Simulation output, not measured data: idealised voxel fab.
This is a process module. Its name is voxel fin reveal.
Section shown: cut. Width: 250 nm. Cell size: 5 nm, square.
Cross-section format: a grid of square cells, given as bands from top to bottom; each band is one or more rows of cells. Band: top and bottom heights (nm) first, top before bottom; then materials from left to right, widths in nm. "throughout" marks a sole material filling the band edge to edge. "empty" denotes empty space. Height 0 is the level under which the wafer as received is all one material. The lowest band goes on downwards, as in "0 -> down". Read "30->40" as a graded width: first number on top, second number at the bottom, same change between each pair of neighbouring rows. It should be understood that the words "everything unchanged", when stated for a given step, signify that the cross-section underwent no change in any of its cells during that step. Under "Closed-off voids" you'll find the enclosed gaps, the ones with no way out to the top, that are 8 cells or bigger; each reads width x height at distance, with distance counted from the left edge, everything in nm. Text after the settings on a step's line: the simulator's own remark on that step. Regarding "overlay nm": on a step with a mask, it is the distance the mask lay to the right of its planned place; a negative value places it to the left. Below you will find pairs of cross-sections. In each, one shows the wafer before one process step and the other after it, with the after view ending at the lowest band that changed. Under each pair is the step separating them, along with its settings. Do not assume the pairs form a chain: they can come from different runs of this module on the same starting wafer, and a pair continues from the pair above it only when its "Pre-step geometry" entry says so.

[Pre-step geometry]
	0 -> down = Si throughout
	Closed-off voids: none

[Cross-Section Thereafter]
	10 -> 0 = SiN throughout
	Rest of section, below 0: as before.
	Closed-off voids: none
Intermediate step for the cross-sections above: CONFORMAL_DEP: material SiN, thk nm 10

Pre-step geometry: nothing new to draw here, it's the after view of the pair just above.

[Cross-Section Thereafter]
	20 -> 10 = aC throughout
	Rest of section, below 10: as before.
	Closed-off voids: none
Intermediate step for the cross-sections above: DIRECTIONAL_DEP: material aC, thk nm 10

Pre-step geometry: nothing new to draw here, it's the after view of the pair just above.

[Cross-Section Thereafter]
	45 -> 20 = 95 nm empty; 15 nm resist; 25 nm empty; 15 nm resist; 100 nm empty
	Rest of section, below 20: as before.
	Closed-off voids: none
Intermediate step for the cross-sections above: PATTERN: tone cover, mask id FINS, material resist, width nm 15, pitch nm 40, thk nm 25, overlay nm 0

Pre-step geometry: nothing new to draw here, it's the after view of the pair just above.

[Cross-Section Thereafter]
	35 -> 20 = 95 nm empty; 15 nm resist; 25 nm empty; 15 nm resist; 100 nm empty
	20 -> 10 = 95 nm empty; 15 nm aC; 25 nm empty; 15 nm aC; 100 nm empty
	Rest of section, below 10: as before.
	Closed-off voids: none
Intermediate step for the cross-sections above: DIRECTIONAL_ETCH: etch materials aC, depth nm 10

Pre-step geometry: nothing new to draw here, it's the after view of the pair just above.

[Cross-Section Thereafter]
	20 -> 10 = 95 nm empty; 15 nm aC; 25 nm empty; 15 nm aC; 100 nm empty
	Rest of section, below 10: as before.
	Closed-off voids: none
Intermediate step for the cross-sections above: STRIP: etch materials resist

Pre-step geometry: nothing new to draw here, it's the after view of the pair just above.

[Cross-Section Thereafter]
	20 -> 10 = 95 nm empty; 15 nm aC; 25 nm empty; 15 nm aC; 100 nm empty
	10 -> 0 = 95 nm empty; 15 nm SiN; 25 nm empty; 15 nm SiN; 100 nm empty
	Rest of section, below 0: as before.
	Closed-off voids: none
Intermediate step for the cross-sections above: DIRECTIONAL_ETCH: etch materials SiN, depth nm 10

Pre-step geometry: nothing new to draw here, it's the after view of the pair just above.

[Cross-Section Thereafter]
	20 -> 10 = 95 nm empty; 15 nm aC; 25 nm empty; 15 nm aC; 100 nm empty
	10 -> 0 = 95 nm empty; 15 nm SiN; 25 nm empty; 15 nm SiN; 100 nm empty
	0 -> -40 = 95 nm empty; 15 nm Si; 25 nm empty; 15 nm Si; 100 nm empty
	Rest of section, below -40: as before.
	Closed-off voids: none
Intermediate step for the cross-sections above: DIRECTIONAL_ETCH: etch materials Si, depth nm 40

Pre-step geometry: nothing new to draw here, it's the after view of the pair just above.

[Cross-Section Thereafter]
	10 -> 0 = 95 nm empty; 15 nm SiN; 25 nm empty; 15 nm SiN; 100 nm empty
	Rest of section, below 0: as before.
	Closed-off voids: none
Intermediate step for the cross-sections above: STRIP: etch materials aC

Pre-step geometry: nothing new to draw here, it's the after view of the pair just above.

[Cross-Section Thereafter]
	10 -> 0 = 95 nm empty; 15 nm SiN; 25 nm empty; 15 nm SiN; 100 nm empty
	0 -> -40 = 95 nm empty; 5 nm SiO2; 5 nm Si; 5 nm SiO2; 25 nm empty; 5 nm SiO2; 5 nm Si; 5 nm SiO2; 100 nm empty
	-40 -> -45 = 100 nm SiO2; 5 nm Si; 35 nm SiO2; 5 nm Si; 105 nm SiO2
	Rest of section, below -45: as before.
	Closed-off voids: none
Intermediate step for the cross-sections above: OXIDIZE: depth nm 5

Pre-step geometry: nothing new to draw here, it's the after view of the pair just above.

[Cross-Section Thereafter]
	25 -> 10 = SiO2 throughout
	10 -> 0 = 95 nm SiO2; 15 nm SiN; 25 nm SiO2; 15 nm SiN; 100 nm SiO2
	0 -> -45 = 100 nm SiO2; 5 nm Si; 35 nm SiO2; 5 nm Si; 105 nm SiO2
	Rest of section, below -45: as before.
	Closed-off voids: none
Intermediate step for the cross-sections above: FILL_DEP: material SiO2, thk nm 15

Pre-step geometry: nothing new to draw here, it's the after view of the pair just above.

[Cross-Section Thereafter]
	10 -> 0 = 95 nm SiO2; 15 nm SiN; 25 nm SiO2; 15 nm SiN; 100 nm SiO2
	Rest of section, below 0: as before.
	Closed-off voids: none
Intermediate step for the cross-sections above: CMP: height nm 10

Pre-step geometry: nothing new to draw here, it's the after view of the pair just above.

[Cross-Section Thereafter]
	10 -> 0 = 95 nm empty; 15 nm SiN; 25 nm empty; 15 nm SiN; 100 nm empty
	0 -> -10 = 100 nm empty; 5 nm Si; 35 nm empty; 5 nm Si; 105 nm empty
	Rest of section, below -10: as before.
	Closed-off voids: none
Intermediate step for the cross-sections above: SELECTIVE_ETCH: etch materials SiO2, depth nm 20

Pre-step geometry: nothing new to draw here, it's the after view of the pair just above.

[Cross-Section Thereafter]
	0 -> -10 = 100 nm empty; 5 nm Si; 35 nm empty; 5 nm Si; 105 nm empty
	Rest of section, below -10: as before.
	Closed-off voids: none
Intermediate step for the cross-sections above: STRIP: etch materials SiN

[Pre-step geometry]
	25 -> 10 = SiO2 throughout
	10 -> 0 = 95 nm SiO2; 15 nm SiN; 25 nm SiO2; 15 nm SiN; 100 nm SiO2
	0 -> -45 = 100 nm SiO2; 5 nm Si; 35 nm SiO2; 5 nm Si; 105 nm SiO2
	-45 -> down = Si throughout
	Closed-off voids: none

[Cross-Section Thereafter]
	10 -> 5 = 95 nm empty; 15 nm SiN; 25 nm empty; 15 nm SiN; 100 nm empty
	Rest of section, below 5: as before.
	Closed-off voids: none
Intermediate step for the cross-sections above: SELECTIVE_ETCH: etch materials SiO2, depth nm 20

Pre-step geometry: nothing new to draw here, it's the after view of the pair just above.

[Cross-Section Thereafter]
	5 -> 0 = 95 nm SiO2; 15 nm empty; 25 nm SiO2; 15 nm empty; 100 nm SiO2
	Rest of section, below 0: as before.
	Closed-off voids: none
Intermediate step for the cross-sections above: STRIP: etch materials SiN

[Pre-step geometry]
	10 -> 0 = 95 nm empty; 15 nm SiN; 25 nm empty; 15 nm SiN; 100 nm empty
	0 -> -10 = 100 nm empty; 5 nm Si; 35 nm empty; 5 nm Si; 105 nm empty
	-10 -> -45 = 100 nm SiO2; 5 nm Si; 35 nm SiO2; 5 nm Si; 105 nm SiO2
	-45 -> down = Si throughout
	Closed-off voids: none

[Cross-Section Thereafter]
	10 -> 0 = 95 nm empty; 15 nm SiN; 25 nm empty; 15 nm SiN; 100 nm empty
	0 -> -30 = 100 nm empty; 5 nm Si; 35 nm empty; 5 nm Si; 105 nm empty
	Rest of section, below -30: as before.
	Closed-off voids: none
Intermediate step for the cross-sections above: SELECTIVE_ETCH: etch materials SiO2, depth nm 20

Pre-step geometry: nothing new to draw here, it's the after view of the pair just above.

[Cross-Section Thereafter]
	0 -> -30 = 100 nm empty; 5 nm Si; 35 nm empty; 5 nm Si; 105 nm empty
	Rest of section, below -30: as before.
	Closed-off voids: none
Intermediate step for the cross-sections above: STRIP: etch materials SiN

[Pre-step geometry]
	10 -> 0 = 95 nm SiO2; 15 nm SiN; 25 nm SiO2; 15 nm SiN; 100 nm SiO2
	0 -> -45 = 100 nm SiO2; 5 nm Si; 35 nm SiO2; 5 nm Si; 105 nm SiO2
	-45 -> down = Si throughout
	Closed-off voids: none

[Cross-Section Thereafter]
	10 -> 0 = 95 nm SiO2; 15 nm empty; 25 nm SiO2; 15 nm empty; 100 nm SiO2
	Rest of section, below 0: as before.
	Closed-off voids: none
Intermediate step for the cross-sections above: STRIP: etch materials SiN

Pre-step geometry: nothing new to draw here, it's the after view of the pair just above.

[Cross-Section Thereafter]
	0 -> -10 = 100 nm empty; 5 nm Si; 35 nm empty; 5 nm Si; 105 nm empty
	-10 -> -20 = 75 nm SiO2; 25 nm empty; 5 nm Si; 35 nm empty; 5 nm Si; 25 nm empty; 80 nm SiO2
	Rest of section, below -20: as before.
	Closed-off voids: none
Intermediate step for the cross-sections above: SELECTIVE_ETCH: etch materials SiO2, depth nm 20

[Pre-step geometry]
	20 -> 10 = 95 nm empty; 15 nm aC; 25 nm empty; 15 nm aC; 100 nm empty
	10 -> 0 = 95 nm empty; 15 nm SiN; 25 nm empty; 15 nm SiN; 100 nm empty
	0 -> down = Si throughout
	Closed-off voids: none

[Cross-Section Thereafter]
	20 -> 10 = 95 nm empty; 15 nm aC; 25 nm empty; 15 nm aC; 100 nm empty
	10 -> 0 = 95 nm empty; 15 nm SiN; 25 nm empty; 15 nm SiN; 100 nm empty
	0 -> -35 = 95 nm empty; 15 nm Si; 25 nm empty; 15 nm Si; 100 nm empty
	Rest of section, below -35: as before.
	Closed-off voids: none
Intermediate step for the cross-sections above: DIRECTIONAL_ETCH: etch materials Si, depth nm 35

Pre-step geometry: nothing new to draw here, it's the after view of the pair just above.

[Cross-Section Thereafter]
	10 -> 0 = 95 nm empty; 15 nm SiN; 25 nm empty; 15 nm SiN; 100 nm empty
	Rest of section, below 0: as before.
	Closed-off voids: none
Intermediate step for the cross-sections above: STRIP: etch materials aC

Pre-step geometry: nothing new to draw here, it's the after view of the pair just above.

[Cross-Section Thereafter]
	10 -> 0 = 95 nm empty; 15 nm SiN; 25 nm empty; 15 nm SiN; 100 nm empty
	0 -> -35 = 95 nm empty; 5 nm SiO2; 5 nm Si; 5 nm SiO2; 25 nm empty; 5 nm SiO2; 5 nm Si; 5 nm SiO2; 100 nm empty
	-35 -> -40 = 100 nm SiO2; 5 nm Si; 35 nm SiO2; 5 nm Si; 105 nm SiO2
	Rest of section, below -40: as before.
	Closed-off voids: none
Intermediate step for the cross-sections above: OXIDIZE: depth nm 5

Pre-step geometry: nothing new to draw here, it's the after view of the pair just above.

[Cross-Section Thereafter]
	25 -> 10 = SiO2 throughout
	10 -> 0 = 95 nm SiO2; 15 nm SiN; 25 nm SiO2; 15 nm SiN; 100 nm SiO2
	0 -> -40 = 100 nm SiO2; 5 nm Si; 35 nm SiO2; 5 nm Si; 105 nm SiO2
	Rest of section, below -40: as before.
	Closed-off voids: none
Intermediate step for the cross-sections above: FILL_DEP: material SiO2, thk nm 15

Pre-step geometry: nothing new to draw here, it's the after view of the pair just above.

[Cross-Section Thereafter]
	10 -> 0 = 95 nm SiO2; 15 nm SiN; 25 nm SiO2; 15 nm SiN; 100 nm SiO2
	Rest of section, below 0: as before.
	Closed-off voids: none
Intermediate step for the cross-sections above: CMP: height nm 10

Pre-step geometry: nothing new to draw here, it's the after view of the pair just above.

[Cross-Section Thereafter]
	10 -> 0 = 95 nm empty; 15 nm SiN; 25 nm empty; 15 nm SiN; 100 nm empty
	0 -> -10 = 100 nm empty; 5 nm Si; 35 nm empty; 5 nm Si; 105 nm empty
	Rest of section, below -10: as before.
	Closed-off voids: none
Intermediate step for the cross-sections above: SELECTIVE_ETCH: etch materials SiO2, depth nm 20

Pre-step geometry: nothing new to draw here, it's the after view of the pair just above.

[Cross-Section Thereafter]
	0 -> -10 = 100 nm empty; 5 nm Si; 35 nm empty; 5 nm Si; 105 nm empty
	Rest of section, below -10: as before.
	Closed-off voids: none
Intermediate step for the cross-sections above: STRIP: etch materials SiN

[Pre-step geometry]
	20 -> 10 = aC throughout
	10 -> 0 = SiN throughout
	0 -> down = Si throughout
	Closed-off voids: none

[Cross-Section Thereafter]
	45 -> 20 = 90 nm empty; 25 nm resist; 15 nm empty; 25 nm resist; 95 nm empty
	Rest of section, below 20: as before.
	Closed-off voids: none
Intermediate step for the cross-sections above: PATTERN: tone cover, mask id FINS, material resist, width nm 25, pitch nm 40, thk nm 25, overlay nm 0

Pre-step geometry: nothing new to draw here, it's the after view of the pair just above.

[Cross-Section Thereafter]
	35 -> 20 = 90 nm empty; 25 nm resist; 15 nm empty; 25 nm resist; 95 nm empty
	20 -> 10 = 90 nm empty; 25 nm aC; 15 nm empty; 25 nm aC; 95 nm empty
	Rest of section, below 10: as before.
	Closed-off voids: none
Intermediate step for the cross-sections above: DIRECTIONAL_ETCH: etch materials aC, depth nm 10

Pre-step geometry: nothing new to draw here, it's the after view of the pair just above.

[Cross-Section Thereafter]
	20 -> 10 = 90 nm empty; 25 nm aC; 15 nm empty; 25 nm aC; 95 nm empty
	Rest of section, below 10: as before.
	Closed-off voids: none
Intermediate step for the cross-sections above: STRIP: etch materials resist

Pre-step geometry: nothing new to draw here, it's the after view of the pair just above.

[Cross-Section Thereafter]
	20 -> 10 = 90 nm empty; 25 nm aC; 15 nm empty; 25 nm aC; 95 nm empty
	10 -> 0 = 90 nm empty; 25 nm SiN; 15 nm empty; 25 nm SiN; 95 nm empty
	Rest of section, below 0: as before.
	Closed-off voids: none
Intermediate step for the cross-sections above: DIRECTIONAL_ETCH: etch materials SiN, depth nm 10

Pre-step geometry: nothing new to draw here, it's the after view of the pair just above.

[Cross-Section Thereafter]
	20 -> 10 = 90 nm empty; 25 nm aC; 15 nm empty; 25 nm aC; 95 nm empty
	10 -> 0 = 90 nm empty; 25 nm SiN; 15 nm empty; 25 nm SiN; 95 nm empty
	0 -> -40 = 90 nm empty; 25 nm Si; 15 nm empty; 25 nm Si; 95 nm empty
	Rest of section, below -40: as before.
	Closed-off voids: none
Intermediate step for the cross-sections above: DIRECTIONAL_ETCH: etch materials Si, depth nm 40

Pre-step geometry: nothing new to draw here, it's the after view of the pair just above.

[Cross-Section Thereafter]
	10 -> 0 = 90 nm empty; 25 nm SiN; 15 nm empty; 25 nm SiN; 95 nm empty
	Rest of section, below 0: as before.
	Closed-off voids: none
Intermediate step for the cross-sections above: STRIP: etch materials aC

Pre-step geometry: nothing new to draw here, it's the after view of the pair just above.

[Cross-Section Thereafter]
	10 -> 0 = 90 nm empty; 25 nm SiN; 15 nm empty; 25 nm SiN; 95 nm empty
	0 -> -40 = 90 nm empty; 5 nm SiO2; 15 nm Si; 5 nm SiO2; 15 nm empty; 5 nm SiO2; 15 nm Si; 5 nm SiO2; 95 nm empty
	-40 -> -45 = 95 nm SiO2; 15 nm Si; 25 nm SiO2; 15 nm Si; 100 nm SiO2
	Rest of section, below -45: as before.
	Closed-off voids: none
Intermediate step for the cross-sections above: OXIDIZE: depth nm 5

Pre-step geometry: nothing new to draw here, it's the after view of the pair just above.

[Cross-Section Thereafter]
	25 -> 10 = SiO2 throughout
	10 -> 0 = 90 nm SiO2; 25 nm SiN; 15 nm SiO2; 25 nm SiN; 95 nm SiO2
	0 -> -45 = 95 nm SiO2; 15 nm Si; 25 nm SiO2; 15 nm Si; 100 nm SiO2
	Rest of section, below -45: as before.
	Closed-off voids: none
Intermediate step for the cross-sections above: FILL_DEP: material SiO2, thk nm 15

Pre-step geometry: nothing new to draw here, it's the after view of the pair just above.

[Cross-Section Thereafter]
	10 -> 0 = 90 nm SiO2; 25 nm SiN; 15 nm SiO2; 25 nm SiN; 95 nm SiO2
	Rest of section, below 0: as before.
	Closed-off voids: none
Intermediate step for the cross-sections above: CMP: height nm 10

Pre-step geometry: nothing new to draw here, it's the after view of the pair just above.

[Cross-Section Thereafter]
	10 -> 0 = 90 nm empty; 25 nm SiN; 15 nm empty; 25 nm SiN; 95 nm empty
	0 -> -10 = 95 nm empty; 15 nm Si; 25 nm empty; 15 nm Si; 100 nm empty
	Rest of section, below -10: as before.
	Closed-off voids: none
Intermediate step for the cross-sections above: SELECTIVE_ETCH: etch materials SiO2, depth nm 20

Pre-step geometry: nothing new to draw here, it's the after view of the pair just above.

[Cross-Section Thereafter]
	0 -> -10 = 95 nm empty; 15 nm Si; 25 nm empty; 15 nm Si; 100 nm empty
	Rest of section, below -10: as before.
	Closed-off voids: none
Intermediate step for the cross-sections above: STRIP: etch materials SiN

[Pre-step geometry]
	20 -> 10 = aC throughout
	10 -> 0 = SiN throughout
	0 -> down = Si throughout
	Closed-off voids: none

[Cross-Section Thereafter]
	45 -> 20 = 85 nm empty; 15 nm resist; 25 nm empty; 15 nm resist; 110 nm empty
	Rest of section, below 20: as before.
	Closed-off voids: none
Intermediate step for the cross-sections above: PATTERN: tone cover, mask id FINS, material resist, width nm 15, pitch nm 40, thk nm 25, overlay nm -10

Pre-step geometry: nothing new to draw here, it's the after view of the pair just above.

[Cross-Section Thereafter]
	35 -> 20 = 85 nm empty; 15 nm resist; 25 nm empty; 15 nm resist; 110 nm empty
	20 -> 10 = 85 nm empty; 15 nm aC; 25 nm empty; 15 nm aC; 110 nm empty
	Rest of section, below 10: as before.
	Closed-off voids: none
Intermediate step for the cross-sections above: DIRECTIONAL_ETCH: etch materials aC, depth nm 10

Pre-step geometry: nothing new to draw here, it's the after view of the pair just above.

[Cross-Section Thereafter]
	20 -> 10 = 85 nm empty; 15 nm aC; 25 nm empty; 15 nm aC; 110 nm empty
	Rest of section, below 10: as before.
	Closed-off voids: none
Intermediate step for the cross-sections above: STRIP: etch materials resist

Pre-step geometry: nothing new to draw here, it's the after view of the pair just above.

[Cross-Section Thereafter]
	20 -> 10 = 85 nm empty; 15 nm aC; 25 nm empty; 15 nm aC; 110 nm empty
	10 -> 0 = 85 nm empty; 15 nm SiN; 25 nm empty; 15 nm SiN; 110 nm empty
	Rest of section, below 0: as before.
	Closed-off voids: none
Intermediate step for the cross-sections above: DIRECTIONAL_ETCH: etch materials SiN, depth nm 10

Pre-step geometry: nothing new to draw here, it's the after view of the pair just above.

[Cross-Section Thereafter]
	20 -> 10 = 85 nm empty; 15 nm aC; 25 nm empty; 15 nm aC; 110 nm empty
	10 -> 0 = 85 nm empty; 15 nm SiN; 25 nm empty; 15 nm SiN; 110 nm empty
	0 -> -40 = 85 nm empty; 15 nm Si; 25 nm empty; 15 nm Si; 110 nm empty
	Rest of section, below -40: as before.
	Closed-off voids: none
Intermediate step for the cross-sections above: DIRECTIONAL_ETCH: etch materials Si, depth nm 40

Pre-step geometry: nothing new to draw here, it's the after view of the pair just above.

[Cross-Section Thereafter]
	10 -> 0 = 85 nm empty; 15 nm SiN; 25 nm empty; 15 nm SiN; 110 nm empty
	Rest of section, below 0: as before.
	Closed-off voids: none
Intermediate step for the cross-sections above: STRIP: etch materials aC

Pre-step geometry: nothing new to draw here, it's the after view of the pair just above.

[Cross-Section Thereafter]
	10 -> 0 = 85 nm empty; 15 nm SiN; 25 nm empty; 15 nm SiN; 110 nm empty
	0 -> -40 = 85 nm empty; 5 nm SiO2; 5 nm Si; 5 nm SiO2; 25 nm empty; 5 nm SiO2; 5 nm Si; 5 nm SiO2; 110 nm empty
	-40 -> -45 = 90 nm SiO2; 5 nm Si; 35 nm SiO2; 5 nm Si; 115 nm SiO2
	Rest of section, below -45: as before.
	Closed-off voids: none
Intermediate step for the cross-sections above: OXIDIZE: depth nm 5

Pre-step geometry: nothing new to draw here, it's the after view of the pair just above.

[Cross-Section Thereafter]
	25 -> 10 = SiO2 throughout
	10 -> 0 = 85 nm SiO2; 15 nm SiN; 25 nm SiO2; 15 nm SiN; 110 nm SiO2
	0 -> -45 = 90 nm SiO2; 5 nm Si; 35 nm SiO2; 5 nm Si; 115 nm SiO2
	Rest of section, below -45: as before.
	Closed-off voids: none
Intermediate step for the cross-sections above: FILL_DEP: material SiO2, thk nm 15

Pre-step geometry: nothing new to draw here, it's the after view of the pair just above.

[Cross-Section Thereafter]
	10 -> 0 = 85 nm SiO2; 15 nm SiN; 25 nm SiO2; 15 nm SiN; 110 nm SiO2
	Rest of section, below 0: as before.
	Closed-off voids: none
Intermediate step for the cross-sections above: CMP: height nm 10

Pre-step geometry: nothing new to draw here, it's the after view of the pair just above.

[Cross-Section Thereafter]
	10 -> 0 = 85 nm empty; 15 nm SiN; 25 nm empty; 15 nm SiN; 110 nm empty
	0 -> -10 = 90 nm empty; 5 nm Si; 35 nm empty; 5 nm Si; 115 nm empty
	Rest of section, below -10: as before.
	Closed-off voids: none
Intermediate step for the cross-sections above: SELECTIVE_ETCH: etch materials SiO2, depth nm 20

Pre-step geometry: nothing new to draw here, it's the after view of the pair just above.

[Cross-Section Thereafter]
	0 -> -10 = 90 nm empty; 5 nm Si; 35 nm empty; 5 nm Si; 115 nm empty
	Rest of section, below -10: as before.
	Closed-off voids: none
Intermediate step for the cross-sections above: STRIP: etch materials SiN

[Pre-step geometry]
	10 -> 0 = 95 nm empty; 15 nm SiN; 25 nm empty; 15 nm SiN; 100 nm empty
	0 -> -10 = 100 nm empty; 5 nm Si; 35 nm empty; 5 nm Si; 105 nm empty
	-10 -> -45 = 100 nm SiO2; 5 nm Si; 35 nm SiO2; 5 nm Si; 105 nm SiO2
	-45 -> down = Si throughout
	Closed-off voids: none

[Cross-Section Thereafter]
	10 -> 0 = 95 nm empty; 15 nm SiN; 25 nm empty; 15 nm SiN; 100 nm empty
	0 -> -45 = 100 nm empty; 5 nm Si; 35 nm empty; 5 nm Si; 105 nm empty
	Rest of section, below -45: as before.
	Closed-off voids: none
Intermediate step for the cross-sections above: STRIP: etch materials SiO2

[Pre-step geometry]
	20 -> 10 = aC throughout
	10 -> 0 = SiN throughout
	0 -> down = Si throughout
	Closed-off voids: none

[Cross-Section Thereafter]
	45 -> 20 = 95 nm resist; 15 nm empty; 25 nm resist; 15 nm empty; 100 nm resist
	Rest of section, below 20: as before.
	Closed-off voids: none
Intermediate step for the cross-sections above: PATTERN: tone open, mask id FINS, material resist, width nm 15, pitch nm 40, thk nm 25, overlay nm 0

Pre-step geometry: nothing new to draw here, it's the after view of the pair just above.

[Cross-Section Thereafter]
	35 -> 20 = 95 nm resist; 15 nm empty; 25 nm resist; 15 nm empty; 100 nm resist
	20 -> 10 = 95 nm aC; 15 nm empty; 25 nm aC; 15 nm empty; 100 nm aC
	Rest of section, below 10: as before.
	Closed-off voids: none
Intermediate step for the cross-sections above: DIRECTIONAL_ETCH: etch materials aC, depth nm 10

Pre-step geometry: nothing new to draw here, it's the after view of the pair just above.

[Cross-Section Thereafter]
	20 -> 10 = 95 nm aC; 15 nm empty; 25 nm aC; 15 nm empty; 100 nm aC
	Rest of section, below 10: as before.
	Closed-off voids: none
Intermediate step for the cross-sections above: STRIP: etch materials resist

Pre-step geometry: nothing new to draw here, it's the after view of the pair just above.

[Cross-Section Thereafter]
	20 -> 10 = 95 nm aC; 15 nm empty; 25 nm aC; 15 nm empty; 100 nm aC
	10 -> 0 = 95 nm SiN; 15 nm empty; 25 nm SiN; 15 nm empty; 100 nm SiN
	Rest of section, below 0: as before.
	Closed-off voids: none
Intermediate step for the cross-sections above: DIRECTIONAL_ETCH: etch materials SiN, depth nm 10

Pre-step geometry: nothing new to draw here, it's the after view of the pair just above.

[Cross-Section Thereafter]
	20 -> 10 = 95 nm aC; 15 nm empty; 25 nm aC; 15 nm empty; 100 nm aC
	10 -> 0 = 95 nm SiN; 15 nm empty; 25 nm SiN; 15 nm empty; 100 nm SiN
	0 -> -40 = 95 nm Si; 15 nm empty; 25 nm Si; 15 nm empty; 100 nm Si
	Rest of section, below -40: as before.
	Closed-off voids: none
Intermediate step for the cross-sections above: DIRECTIONAL_ETCH: etch materials Si, depth nm 40

Pre-step geometry: nothing new to draw here, it's the after view of the pair just above.

[Cross-Section Thereafter]
	10 -> 0 = 95 nm SiN; 15 nm empty; 25 nm SiN; 15 nm empty; 100 nm SiN
	Rest of section, below 0: as before.
	Closed-off voids: none
Intermediate step for the cross-sections above: STRIP: etch materials aC

Pre-step geometry: nothing new to draw here, it's the after view of the pair just above.

[Cross-Section Thereafter]
	10 -> 0 = 95 nm SiN; 15 nm empty; 25 nm SiN; 15 nm empty; 100 nm SiN
	0 -> -40 = 90 nm Si; 5 nm SiO2; 15 nm empty; 5 nm SiO2; 15 nm Si; 5 nm SiO2; 15 nm empty; 5 nm SiO2; 95 nm Si
	-40 -> -45 = 90 nm Si; 25 nm SiO2; 15 nm Si; 25 nm SiO2; 95 nm Si
	Rest of section, below -45: as before.
	Closed-off voids: none
Intermediate step for the cross-sections above: OXIDIZE: depth nm 5

Pre-step geometry: nothing new to draw here, it's the after view of the pair just above.

[Cross-Section Thereafter]
	25 -> 10 = SiO2 throughout
	10 -> 0 = 95 nm SiN; 15 nm SiO2; 25 nm SiN; 15 nm SiO2; 100 nm SiN
	0 -> -45 = 90 nm Si; 25 nm SiO2; 15 nm Si; 25 nm SiO2; 95 nm Si
	Rest of section, below -45: as before.
	Closed-off voids: none
Intermediate step for the cross-sections above: FILL_DEP: material SiO2, thk nm 15

Pre-step geometry: nothing new to draw here, it's the after view of the pair just above.

[Cross-Section Thereafter]
	10 -> 0 = 95 nm SiN; 15 nm SiO2; 25 nm SiN; 15 nm SiO2; 100 nm SiN
	Rest of section, below 0: as before.
	Closed-off voids: none
Intermediate step for the cross-sections above: CMP: height nm 10

Pre-step geometry: nothing new to draw here, it's the after view of the pair just above.

[Cross-Section Thereafter]
	10 -> 0 = 95 nm SiN; 15 nm empty; 25 nm SiN; 15 nm empty; 100 nm SiN
	0 -> -10 = 90 nm Si; 25 nm empty; 15 nm Si; 25 nm empty; 95 nm Si
	Rest of section, below -10: as before.
	Closed-off voids: none
Intermediate step for the cross-sections above: SELECTIVE_ETCH: etch materials SiO2, depth nm 20

Pre-step geometry: nothing new to draw here, it's the after view of the pair just above.

[Cross-Section Thereafter]
	0 -> -10 = 90 nm Si; 25 nm empty; 15 nm Si; 25 nm empty; 95 nm Si
	Rest of section, below -10: as before.
	Closed-off voids: none
Intermediate step for the cross-sections above: STRIP: etch materials SiN
